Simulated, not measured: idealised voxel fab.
process module | voxel self aligned contacts
cross-section cut | 195 nm wide | cells 5 nm
A cross-section is a grid of square cells, given in bands from the top down. A band is one or more rows of cells.
Each band's line starts with the height of the band's top and of its bottom, in nm. Then come its materials from left to right, each with its width in nm. One material with "throughout" fills the band from edge to edge. "air" is empty space.
Height 0 is the level under which the wafer as received is all one material. The lowest band goes on downwards, as in "0 down".
A width such as "30 to 40" changes by the same amount from each row of cells to the next, from the band's top row to its bottom row.
"no change" after a step means that no cell of the cross-section changed.
closed voids: empty space of 8 cells or more with no open way to the top, each as width x height at its distance from the left edge, in nm
after a step's settings: what the simulator itself notes on the step
overlay nm, on a step with a mask: how far to the right of its planned place the mask lay; to the left if negative
Each pair below shows a cross-section before one step and the cross-section after it, down to the lowest band that changed. The line under each pair gives the step between them, with its settings. The pairs can come from different runs of this module on the same starting wafer, so a pair continues from the pair above only where its "before" says so.
before
  0 down: Si throughout
  closed voids: none
after
  0 to -5: SiO2 throughout
  below -5: unchanged
  closed voids: none
the step between: op OXIDIZE | depth nm 5
before: the cross-section after the pair above
after
  20 to 0: polySi throughout
  below 0: unchanged
  closed voids: none
the step between: op DIRECTIONAL_DEP | material polySi | thk nm 20
before: the cross-section after the pair above
after
  40 to 20: SiN throughout
  below 20: unchanged
  closed voids: none
the step between: op DIRECTIONAL_DEP | material SiN | thk nm 20
before: the cross-section after the pair above
after
  40 to 20: air 45 | SiN 35 | air 30 | SiN 35 | air 50
  below 20: unchanged
  closed voids: none
the step between: op MASKED_ETCH | tone cover | mask id GATE | width nm 35 | pitch nm 65 | etch materials SiN | depth nm 20 | overlay nm 0
before: the cross-section after the pair above
after
  40 to 20: air 45 | SiN 35 | air 30 | SiN 35 | air 50
  20 to 0: air 45 | polySi 35 | air 30 | polySi 35 | air 50
  below 0: unchanged
  closed voids: none
the step between: op MASKED_ETCH | tone cover | mask id GATE | width nm 35 | pitch nm 65 | etch materials polySi | depth nm 20 | overlay nm 0
before: the cross-section after the pair above
after
  45 to 20: air 40 | SiN 45 | air 20 | SiN 45 | air 45
  20 to 5: air 40 | SiN 5 | polySi 35 | SiN 5 | air 20 | SiN 5 | polySi 35 | SiN 5 | air 45
  5 to 0: SiN 45 | polySi 35 | SiN 30 | polySi 35 | SiN 50
  below 0: unchanged
  closed voids: none
the step between: op CONFORMAL_DEP | material SiN | thk nm 5
before: the cross-section after the pair above
after
  40 to 20: air 40 | SiN 45 | air 20 | SiN 45 | air 45
  20 to 0: air 40 | SiN 5 | polySi 35 | SiN 5 | air 20 | SiN 5 | polySi 35 | SiN 5 | air 45
  below 0: unchanged
  closed voids: none
the step between: op DIRECTIONAL_ETCH | etch materials SiN | depth nm 5
before: the cross-section after the pair above
after
  60 to 40: SiO2 throughout
  40 to 20: SiO2 40 | SiN 45 | SiO2 20 | SiN 45 | SiO2 45
  20 to 0: SiO2 40 | SiN 5 | polySi 35 | SiN 5 | SiO2 20 | SiN 5 | polySi 35 | SiN 5 | SiO2 45
  below 0: unchanged
  closed voids: none
the step between: op FILL_DEP | material SiO2 | thk nm 20
before: the cross-section after the pair above
after
  50 to 40: SiO2 throughout
  below 40: unchanged
  closed voids: none
the step between: op CMP | height nm 50
before: the cross-section after the pair above
after
  50 to 40: SiO2 70 | air 50 | SiO2 75
  40 to 20: SiO2 40 | SiN 45 | air 20 | SiN 45 | SiO2 45
  20 to 0: SiO2 40 | SiN 5 | polySi 35 | SiN 5 | air 20 | SiN 5 | polySi 35 | SiN 5 | SiO2 45
  0 to -5: SiO2 85 | air 20 | SiO2 90
  below -5: unchanged
  closed voids: none
the step between: op MASKED_ETCH | tone open | mask id CONTACT | width nm 50 | etch materials SiO2 | depth nm 55 | overlay nm 0
before: the cross-section after the pair above
after
  55 to 50: TiN 75 | air 40 | TiN 80
  50 to 40: SiO2 70 | TiN 5 to 20 | air 40 to 10 | TiN 5 to 20 | SiO2 75
  40 to 20: SiO2 40 | SiN 45 | TiN 5 | air 10 | TiN 5 | SiN 45 | SiO2 45
  20 to 0: SiO2 40 | SiN 5 | polySi 35 | SiN 5 | TiN 5 | air 10 | TiN 5 | SiN 5 | polySi 35 | SiN 5 | SiO2 45
  0 to -5: SiO2 85 | TiN 20 | SiO2 90
  below -5: unchanged
  closed voids: none
the step between: op CONFORMAL_DEP | material TiN | thk nm 5
before: the cross-section after the pair above
after
  65 to 55: W throughout
  55 to 50: TiN 75 | W 40 | TiN 80
  50 to 40: SiO2 70 | TiN 5 to 20 | W 40 to 10 | TiN 5 to 20 | SiO2 75
  40 to 20: SiO2 40 | SiN 45 | TiN 5 | W 10 | TiN 5 | SiN 45 | SiO2 45
  20 to 0: SiO2 40 | SiN 5 | polySi 35 | SiN 5 | TiN 5 | W 10 | TiN 5 | SiN 5 | polySi 35 | SiN 5 | SiO2 45
  below 0: unchanged
  closed voids: none
the step between: op FILL_DEP | material W | thk nm 10
before: the cross-section after the pair above
after
  50 to 40: SiO2 70 | TiN 5 to 20 | W 40 to 10 | TiN 5 to 20 | SiO2 75
  below 40: unchanged
  closed voids: none
the step between: op CMP | height nm 50
before: the cross-section after the pair above
after
  55 to 50: SiCN throughout
  below 50: unchanged
  closed voids: none
the step between: op CONFORMAL_DEP | material SiCN | thk nm 5
before
  40 to 20: air 45 | SiN 35 | air 30 | SiN 35 | air 50
  20 to 0: air 45 | polySi 35 | air 30 | polySi 35 | air 50
  0 to -5: SiO2 throughout
  -5 down: Si throughout
  closed voids: none
after
  35 to 20: air 45 | SiN 35 | air 30 | SiN 35 | air 50
  below 20: unchanged
  closed voids: none
the step between: op DIRECTIONAL_ETCH | etch materials SiN | depth nm 5
before: the cross-section after the pair above
after
  55 to 35: SiO2 throughout
  35 to 20: SiO2 45 | SiN 35 | SiO2 30 | SiN 35 | SiO2 50
  20 to 0: SiO2 45 | polySi 35 | SiO2 30 | polySi 35 | SiO2 50
  below 0: unchanged
  closed voids: none
the step between: op FILL_DEP | material SiO2 | thk nm 20
before: the cross-section after the pair above
after
  50 to 35: SiO2 throughout
  below 35: unchanged
  closed voids: none
the step between: op CMP | height nm 50
before: the cross-section after the pair above
after
  50 to 35: SiO2 70 | air 50 | SiO2 75
  35 to 20: SiO2 45 | SiN 35 | air 30 | SiN 35 | SiO2 50
  20 to 0: SiO2 45 | polySi 35 | air 30 | polySi 35 | SiO2 50
  0 to -5: SiO2 80 | air 30 | SiO2 85
  below -5: unchanged
  closed voids: none
the step between: op MASKED_ETCH | tone open | mask id CONTACT | width nm 50 | etch materials SiO2 | depth nm 55 | overlay nm 0
before: the cross-section after the pair above
after
  55 to 50: TiN 75 | air 40 | TiN 80
  50 to 40: SiO2 70 | TiN 5 | air 40 | TiN 5 | SiO2 75
  40 to 35: SiO2 70 | TiN 15 | air 20 | TiN 15 | SiO2 75
  35 to 20: SiO2 45 | SiN 35 | TiN 5 | air 20 | TiN 5 | SiN 35 | SiO2 50
  20 to 0: SiO2 45 | polySi 35 | TiN 5 | air 20 | TiN 5 | polySi 35 | SiO2 50
  0 to -5: SiO2 80 | TiN 30 | SiO2 85
  below -5: unchanged
  closed voids: none
the step between: op CONFORMAL_DEP | material TiN | thk nm 5
before: the cross-section after the pair above
after
  65 to 55: W throughout
  55 to 50: TiN 75 | W 40 | TiN 80
  50 to 40: SiO2 70 | TiN 5 | W 40 | TiN 5 | SiO2 75
  40 to 35: SiO2 70 | TiN 15 | W 20 | TiN 15 | SiO2 75
  35 to 20: SiO2 45 | SiN 35 | TiN 5 | W 20 | TiN 5 | SiN 35 | SiO2 50
  20 to 0: SiO2 45 | polySi 35 | TiN 5 | W 20 | TiN 5 | polySi 35 | SiO2 50
  below 0: unchanged
  closed voids: none
the step between: op FILL_DEP | material W | thk nm 10
before: the cross-section after the pair above
after
  50 to 40: SiO2 70 | TiN 5 | W 40 | TiN 5 | SiO2 75
  below 40: unchanged
  closed voids: none
the step between: op CMP | height nm 50
before: the cross-section after the pair above
after
  55 to 50: SiCN throughout
  below 50: unchanged
  closed voids: none
the step between: op CONFORMAL_DEP | material SiCN | thk nm 5
before
  40 to 20: SiN throughout
  20 to 0: polySi throughout
  0 to -5: SiO2 throughout
  -5 down: Si throughout
  closed voids: none
after
  60 to 20: SiN throughout
  below 20: unchanged
  closed voids: none
the step between: op DIRECTIONAL_DEP | material SiN | thk nm 20
before: the cross-section after the pair above
after
  60 to 40: air 45 | SiN 35 | air 30 | SiN 35 | air 50
  below 40: unchanged
  closed voids: none
the step between: op MASKED_ETCH | tone cover | mask id GATE | width nm 35 | pitch nm 65 | etch materials SiN | depth nm 20 | overlay nm 0
before: the cross-section after the pair above
after
  65 to 45: air 40 | SiN 45 | air 20 | SiN 45 | air 45
  45 to 20: SiN throughout
  below 20: unchanged
  closed voids: none
the step between: op CONFORMAL_DEP | material SiN | thk nm 5
before: the cross-section after the pair above
after
  60 to 40: air 40 | SiN 45 | air 20 | SiN 45 | air 45
  below 40: unchanged
  closed voids: none
the step between: op DIRECTIONAL_ETCH | etch materials SiN | depth nm 5
before: the cross-section after the pair above
after
  80 to 60: SiO2 throughout
  60 to 40: SiO2 40 | SiN 45 | SiO2 20 | SiN 45 | SiO2 45
  below 40: unchanged
  closed voids: none
the step between: op FILL_DEP | material SiO2 | thk nm 20
before: the cross-section after the pair above
after
  50 to 40: SiO2 40 | SiN 45 | SiO2 20 | SiN 45 | SiO2 45
  below 40: unchanged
  closed voids: none
the step between: op CMP | height nm 50
before: the cross-section after the pair above
after
  50 to 40: SiO2 40 | SiN 45 | air 20 | SiN 45 | SiO2 45
  below 40: unchanged
  closed voids: none
the step between: op MASKED_ETCH | tone open | mask id CONTACT | width nm 50 | etch materials SiO2 | depth nm 55 | overlay nm 0
before: the cross-section after the pair above
after
  55 to 50: TiN 90 | air 10 | TiN 95
  50 to 45: SiO2 40 | SiN 45 | TiN 5 | air 10 | TiN 5 | SiN 45 | SiO2 45
  45 to 40: SiO2 40 | SiN 45 | TiN 20 | SiN 45 | SiO2 45
  below 40: unchanged
  closed voids: none
the step between: op CONFORMAL_DEP | material TiN | thk nm 5
before: the cross-section after the pair above
after
  65 to 55: W throughout
  55 to 50: TiN 90 | W 10 | TiN 95
  50 to 45: SiO2 40 | SiN 45 | TiN 5 | W 10 | TiN 5 | SiN 45 | SiO2 45
  below 45: unchanged
  closed voids: none
the step between: op FILL_DEP | material W | thk nm 10
before: the cross-section after the pair above
after
  50 to 45: SiO2 40 | SiN 45 | TiN 5 | W 10 | TiN 5 | SiN 45 | SiO2 45
  below 45: unchanged
  closed voids: none
the step between: op CMP | height nm 50
before: the cross-section after the pair above
after
  55 to 50: SiCN throughout
  below 50: unchanged
  closed voids: none
the step between: op CONFORMAL_DEP | material SiCN | thk nm 5
before
  0 to -5: SiO2 throughout
  -5 down: Si throughout
  closed voids: none
after
  20 to 0: SiN throughout
  below 0: unchanged
  closed voids: none
the step between: op DIRECTIONAL_DEP | material SiN | thk nm 20
before: the cross-section after the pair above
after
  40 to 20: polySi throughout
  below 20: unchanged
  closed voids: none
the step between: op DIRECTIONAL_DEP | material polySi | thk nm 20
before: the cross-section after the pair above
after
  40 to 20: air 45 | polySi 35 | air 30 | polySi 35 | air 50
  below 20: unchanged
  closed voids: none
the step between: op MASKED_ETCH | tone cover | mask id GATE | width nm 35 | pitch nm 65 | etch materials polySi | depth nm 20 | overlay nm 0
before: the cross-section after the pair above
after
  45 to 40: air 40 | SiN 45 | air 20 | SiN 45 | air 45
  40 to 25: air 40 | SiN 5 | polySi 35 | SiN 5 | air 20 | SiN 5 | polySi 35 | SiN 5 | air 45
  25 to 20: SiN 45 | polySi 35 | SiN 30 | polySi 35 | SiN 50
  below 20: unchanged
  closed voids: none
the step between: op CONFORMAL_DEP | material SiN | thk nm 5
before: the cross-section after the pair above
after
  40 to 20: air 40 | SiN 5 | polySi 35 | SiN 5 | air 20 | SiN 5 | polySi 35 | SiN 5 | air 45
  below 20: unchanged
  closed voids: none
the step between: op DIRECTIONAL_ETCH | etch materials SiN | depth nm 5
before: the cross-section after the pair above
after
  60 to 40: SiO2 throughout
  40 to 20: SiO2 40 | SiN 5 | polySi 35 | SiN 5 | SiO2 20 | SiN 5 | polySi 35 | SiN 5 | SiO2 45
  below 20: unchanged
  closed voids: none
the step between: op FILL_DEP | material SiO2 | thk nm 20
before: the cross-section after the pair above
after
  50 to 40: SiO2 throughout
  below 40: unchanged
  closed voids: none
the step between: op CMP | height nm 50
before: the cross-section after the pair above
after
  50 to 40: SiO2 70 | air 50 | SiO2 75
  40 to 20: SiO2 40 | SiN 5 | polySi 35 | SiN 5 | air 20 | SiN 5 | polySi 35 | SiN 5 | SiO2 45
  below 20: unchanged
  closed voids: none
the step between: op MASKED_ETCH | tone open | mask id CONTACT | width nm 50 | etch materials SiO2 | depth nm 55 | overlay nm 0
before: the cross-section after the pair above
after
  55 to 50: TiN 75 | air 40 | TiN 80
  50 to 40: SiO2 70 | TiN 5 to 20 | air 40 to 10 | TiN 5 to 20 | SiO2 75
  40 to 25: SiO2 40 | SiN 5 | polySi 35 | SiN 5 | TiN 5 | air 10 | TiN 5 | SiN 5 | polySi 35 | SiN 5 | SiO2 45
  25 to 20: SiO2 40 | SiN 5 | polySi 35 | SiN 5 | TiN 20 | SiN 5 | polySi 35 | SiN 5 | SiO2 45
  below 20: unchanged
  closed voids: none
the step between: op CONFORMAL_DEP | material TiN | thk nm 5
before: the cross-section after the pair above
after
  65 to 55: W throughout
  55 to 50: TiN 75 | W 40 | TiN 80
  50 to 40: SiO2 70 | TiN 5 to 20 | W 40 to 10 | TiN 5 to 20 | SiO2 75
  40 to 25: SiO2 40 | SiN 5 | polySi 35 | SiN 5 | TiN 5 | W 10 | TiN 5 | SiN 5 | polySi 35 | SiN 5 | SiO2 45
  below 25: unchanged
  closed voids: none
the step between: op FILL_DEP | material W | thk nm 10
before: the cross-section after the pair above
after
  50 to 40: SiO2 70 | TiN 5 to 20 | W 40 to 10 | TiN 5 to 20 | SiO2 75
  below 40: unchanged
  closed voids: none
the step between: op CMP | height nm 50
before: the cross-section after the pair above
after
  55 to 50: SiCN throughout
  below 50: unchanged
  closed voids: none
the step between: op CONFORMAL_DEP | material SiCN | thk nm 5
before
  65 to 55: W throughout
  55 to 50: TiN 75 | W 40 | TiN 80
  50 to 40: SiO2 70 | TiN 5 to 20 | W 40 to 10 | TiN 5 to 20 | SiO2 75
  40 to 20: SiO2 40 | SiN 45 | TiN 5 | W 10 | TiN 5 | SiN 45 | SiO2 45
  20 to 0: SiO2 40 | SiN 5 | polySi 35 | SiN 5 | TiN 5 | W 10 | TiN 5 | SiN 5 | polySi 35 | SiN 5 | SiO2 45
  0 to -5: SiO2 85 | TiN 20 | SiO2 90
  -5 down: Si throughout
  closed voids: none
after
  55 to 50: TiN 75 | W 40 | TiN 80
  below 50: unchanged
  closed voids: none
the step between: op CMP | height nm 55
before: the cross-section after the pair above
after
  60 to 55: SiCN throughout
  below 55: unchanged
  closed voids: none
the step between: op CONFORMAL_DEP | material SiCN | thk nm 5
before
  50 to 40: SiO2 throughout
  40 to 20: SiO2 40 | SiN 45 | SiO2 20 | SiN 45 | SiO2 45
  20 to 0: SiO2 40 | SiN 5 | polySi 35 | SiN 5 | SiO2 20 | SiN 5 | polySi 35 | SiN 5 | SiO2 45
  0 to -5: SiO2 throughout
  -5 down: Si throughout
  closed voids: none
after
  50 to 40: SiO2 75 | air 45 | SiO2 75
  40 to 20: SiO2 40 | SiN 45 | air 20 | SiN 45 | SiO2 45
  20 to 0: SiO2 40 | SiN 5 | polySi 35 | SiN 5 | air 20 | SiN 5 | polySi 35 | SiN 5 | SiO2 45
  0 to -5: SiO2 85 | air 20 | SiO2 90
  below -5: unchanged
  closed voids: none
the step between: op MASKED_ETCH | tone open | mask id CONTACT | width nm 45 | etch materials SiO2 | depth nm 55 | overlay nm 0
before: the cross-section after the pair above
after
  55 to 50: TiN 80 | air 35 | TiN 80
  50 to 40: SiO2 75 | TiN 5 to 15 | air 35 to 10 | TiN 5 to 20 | SiO2 75
  40 to 20: SiO2 40 | SiN 45 | TiN 5 | air 10 | TiN 5 | SiN 45 | SiO2 45
  20 to 0: SiO2 40 | SiN 5 | polySi 35 | SiN 5 | TiN 5 | air 10 | TiN 5 | SiN 5 | polySi 35 | SiN 5 | SiO2 45
  0 to -5: SiO2 85 | TiN 20 | SiO2 90
  below -5: unchanged
  closed voids: none
the step between: op CONFORMAL_DEP | material TiN | thk nm 5
before: the cross-section after the pair above
after
  65 to 55: W throughout
  55 to 50: TiN 80 | W 35 | TiN 80
  50 to 40: SiO2 75 | TiN 5 to 15 | W 35 to 10 | TiN 5 to 20 | SiO2 75
  40 to 20: SiO2 40 | SiN 45 | TiN 5 | W 10 | TiN 5 | SiN 45 | SiO2 45
  20 to 0: SiO2 40 | SiN 5 | polySi 35 | SiN 5 | TiN 5 | W 10 | TiN 5 | SiN 5 | polySi 35 | SiN 5 | SiO2 45
  below 0: unchanged
  closed voids: none
the step between: op FILL_DEP | material W | thk nm 10
before: the cross-section after the pair above
after
  50 to 40: SiO2 75 | TiN 5 to 15 | W 35 to 10 | TiN 5 to 20 | SiO2 75
  below 40: unchanged
  closed voids: none
the step between: op CMP | height nm 50
before: the cross-section after the pair above
after
  55 to 50: SiCN throughout
  below 50: unchanged
  closed voids: none
the step between: op CONFORMAL_DEP | material SiCN | thk nm 5
before
  50 to 40: SiO2 throughout
  40 to 20: SiO2 40 | SiN 45 | SiO2 20 | SiN 45 | SiO2 45
  20 to 0: SiO2 40 | SiN 5 | polySi 35 | SiN 5 | SiO2 20 | SiN 5 | polySi 35 | SiN 5 | SiO2 45
  0 to -5: SiO2 throughout
  -5 down: Si throughout
  closed voids: none
after
  50 to 40: SiO2 80 | air 50 | SiO2 65
  40 to 20: SiO2 40 | SiN 45 | air 20 | SiN 45 | SiO2 45
  20 to 0: SiO2 40 | SiN 5 | polySi 35 | SiN 5 | air 20 | SiN 5 | polySi 35 | SiN 5 | SiO2 45
  0 to -5: SiO2 85 | air 20 | SiO2 90
  below -5: unchanged
  closed voids: none
the step between: op MASKED_ETCH | tone open | mask id CONTACT | width nm 50 | etch materials SiO2 | depth nm 55 | overlay nm 10
before: the cross-section after the pair above
after
  55 to 50: TiN 85 | air 40 | TiN 70
  50 to 40: SiO2 80 | TiN 5 to 10 | air 40 to 10 | TiN 5 to 30 | SiO2 65
  40 to 20: SiO2 40 | SiN 45 | TiN 5 | air 10 | TiN 5 | SiN 45 | SiO2 45
  20 to 0: SiO2 40 | SiN 5 | polySi 35 | SiN 5 | TiN 5 | air 10 | TiN 5 | SiN 5 | polySi 35 | SiN 5 | SiO2 45
  0 to -5: SiO2 85 | TiN 20 | SiO2 90
  below -5: unchanged
  closed voids: none
the step between: op CONFORMAL_DEP | material TiN | thk nm 5
before: the cross-section after the pair above
after
  65 to 55: W throughout
  55 to 50: TiN 85 | W 40 | TiN 70
  50 to 40: SiO2 80 | TiN 5 to 10 | W 40 to 10 | TiN 5 to 30 | SiO2 65
  40 to 20: SiO2 40 | SiN 45 | TiN 5 | W 10 | TiN 5 | SiN 45 | SiO2 45
  20 to 0: SiO2 40 | SiN 5 | polySi 35 | SiN 5 | TiN 5 | W 10 | TiN 5 | SiN 5 | polySi 35 | SiN 5 | SiO2 45
  below 0: unchanged
  closed voids: none
the step between: op FILL_DEP | material W | thk nm 10
before: the cross-section after the pair above
after
  50 to 40: SiO2 80 | TiN 5 to 10 | W 40 to 10 | TiN 5 to 30 | SiO2 65
  below 40: unchanged
  closed voids: none
the step between: op CMP | height nm 50
before: the cross-section after the pair above
after
  55 to 50: SiCN throughout
  below 50: unchanged
  closed voids: none
the step between: op CONFORMAL_DEP | material SiCN | thk nm 5
before
  40 to 20: air 40 | SiN 45 | air 20 | SiN 45 | air 45
  20 to 0: air 40 | SiN 5 | polySi 35 | SiN 5 | air 20 | SiN 5 | polySi 35 | SiN 5 | air 45
  0 to -5: SiO2 throughout
  -5 down: Si throughout
  closed voids: none
after
  60 to 20: SiN throughout
  20 to 0: SiN 45 | polySi 35 | SiN 30 | polySi 35 | SiN 50
  below 0: unchanged
  closed voids: none
the step between: op FILL_DEP | material SiN | thk nm 20
before: the cross-section after the pair above
after
  50 to 20: SiN throughout
  below 20: unchanged
  closed voids: none
the step between: op CMP | height nm 50
before: the cross-section after the pair above
after
  55 to 50: TiN throughout
  below 50: unchanged
  closed voids: none
the step between: op CONFORMAL_DEP | material TiN | thk nm 5
before: the cross-section after the pair above
after
  65 to 55: W throughout
  below 55: unchanged
  closed voids: none
the step between: op FILL_DEP | material W | thk nm 10
before: the cross-section after the pair above
after
  50 to 20: SiN throughout
  below 20: unchanged
  closed voids: none
the step between: op CMP | height nm 50
before: the cross-section after the pair above
after
  55 to 50: SiCN throughout
  below 50: unchanged
  closed voids: none
the step between: op CONFORMAL_DEP | material SiCN | thk nm 5
before
  40 to 20: SiN throughout
  20 to 0: polySi throughout
  0 to -5: SiO2 throughout
  -5 down: Si throughout
  closed voids: none
after
  40 to 20: SiN 45 | air 35 | SiN 30 | air 35 | SiN 50
  below 20: unchanged
  closed voids: none
the step between: op MASKED_ETCH | tone open | mask id GATE | width nm 35 | pitch nm 65 | etch materials SiN | depth nm 20 | overlay nm 0
before: the cross-section after the pair above
after
  45 to 25: SiN 50 | air 25 | SiN 40 | air 25 | SiN 55
  25 to 20: SiN throughout
  below 20: unchanged
  closed voids: none
the step between: op CONFORMAL_DEP | material SiN | thk nm 5
before: the cross-section after the pair above
after
  40 to 20: SiN 50 | air 25 | SiN 40 | air 25 | SiN 55
  below 20: unchanged
  closed voids: none
the step between: op DIRECTIONAL_ETCH | etch materials SiN | depth nm 5
before: the cross-section after the pair above
after
  60 to 40: SiO2 throughout
  40 to 20: SiN 50 | SiO2 25 | SiN 40 | SiO2 25 | SiN 55
  below 20: unchanged
  closed voids: none
the step between: op FILL_DEP | material SiO2 | thk nm 20
before: the cross-section after the pair above
after
  50 to 40: SiO2 throughout
  below 40: unchanged
  closed voids: none
the step between: op CMP | height nm 50
before: the cross-section after the pair above
after
  50 to 40: SiO2 70 | air 50 | SiO2 75
  40 to 20: SiN 50 | SiO2 20 | air 5 | SiN 40 | air 5 | SiO2 20 | SiN 55
  below 20: unchanged
  closed voids: none
the step between: op MASKED_ETCH | tone open | mask id CONTACT | width nm 50 | etch materials SiO2 | depth nm 55 | overlay nm 0
before: the cross-section after the pair above
after
  55 to 50: TiN 75 | air 40 | TiN 80
  50 to 45: SiO2 70 | TiN 5 | air 40 | TiN 5 | SiO2 75
  45 to 40: SiO2 70 | TiN 50 | SiO2 75
  40 to 20: SiN 50 | SiO2 20 | TiN 5 | SiN 40 | TiN 5 | SiO2 20 | SiN 55
  below 20: unchanged
  closed voids: none
the step between: op CONFORMAL_DEP | material TiN | thk nm 5
before: the cross-section after the pair above
after
  65 to 55: W throughout
  55 to 50: TiN 75 | W 40 | TiN 80
  50 to 45: SiO2 70 | TiN 5 | W 40 | TiN 5 | SiO2 75
  below 45: unchanged
  closed voids: none
the step between: op FILL_DEP | material W | thk nm 10
before: the cross-section after the pair above
after
  50 to 45: SiO2 70 | TiN 5 | W 40 | TiN 5 | SiO2 75
  below 45: unchanged
  closed voids: none
the step between: op CMP | height nm 50
before: the cross-section after the pair above
after
  55 to 50: SiCN throughout
  below 50: unchanged
  closed voids: none
the step between: op CONFORMAL_DEP | material SiCN | thk nm 5
